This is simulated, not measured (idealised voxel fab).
Title: Process Module voxel released beams
The cross-section on display is named cut; it measures 255 nm wide, and its cells are 5 nm squares.
Cross-section = grid of square cells, listed top down in bands; band = one or more rows. Band entry format. Leading values: height of top, height of bottom, nm. Remainder: materials in left-to-right order, each with its width in nm. Special words: "edge to edge" on a single material, which then fills the band edge to edge; "blank", empty space. A quick word on heights: they are counted from 0, and under that level the wafer as it came to us is one material throughout. The lowest band is different from the rest in having no bottom; it simply continues downward, written as in "0 -> down". Graded width ("30 to 40"): value in top row of band = first number; value in bottom row = second number; row-to-row change constant. It should be understood that the words "everything unchanged", when stated for a given step, signify that the cross-section underwent no change in any of its cells during that step. Empty spaces counting at least 8 cells and having no open way to the top are listed in "Sealed-off cavities". The notation width x height at distance is used for each, the distance being from the left edge and all three values in nm. Past the settings on a step's line: simulator remark, on that step. For masked steps, "overlay nm" on the step line gives how far right of plan the mask actually lay; a minus sign means it lay to the left.

Plan
1) RECEIVE (material Si)
2) CONFORMAL_DEP (material Al2O3; thk nm 10)
3) DIRECTIONAL_DEP (material SiO2; thk nm 15)
4) PATTERN (tone open; mask id ANCHOR; material resist; width nm 35; thk nm 15; overlay nm 0)
5) DIRECTIONAL_ETCH (etch materials SiO2; depth nm 15)
6) STRIP (etch materials resist)
7) CONFORMAL_DEP (material polySi; thk nm 10)
8) PATTERN (tone cover; mask id BEAM; material resist; width nm 120; thk nm 15; overlay nm 0)
9) DIRECTIONAL_ETCH (etch materials polySi; depth nm 10)
10) STRIP (etch materials resist)
11) STRIP (etch materials SiO2)

Cross-section of the wafer at receipt, which is the condition after step 1
* 0 -> down | Si edge to edge
* Sealed-off cavities: none

Cross-sectional result after module completion. Note: starting condition and plan are unchanged from above; one processing mistake was made
* 35 -> 25 | blank: 65  polySi: 15  blank: 15  polySi: 90  blank: 70
* 25 -> 20 | blank: 70  polySi: 10  blank: 15  polySi: 10  blank: 150
* 20 -> 10 | blank: 70  polySi: 35  blank: 150
* 10 -> 0 | polySi edge to edge
* 0 -> down | Si edge to edge
* Sealed-off cavities: none
Finding, execution versus plan: step 2 changed vs plan, executed as CONFORMAL_DEP (material polySi; thk nm 10)
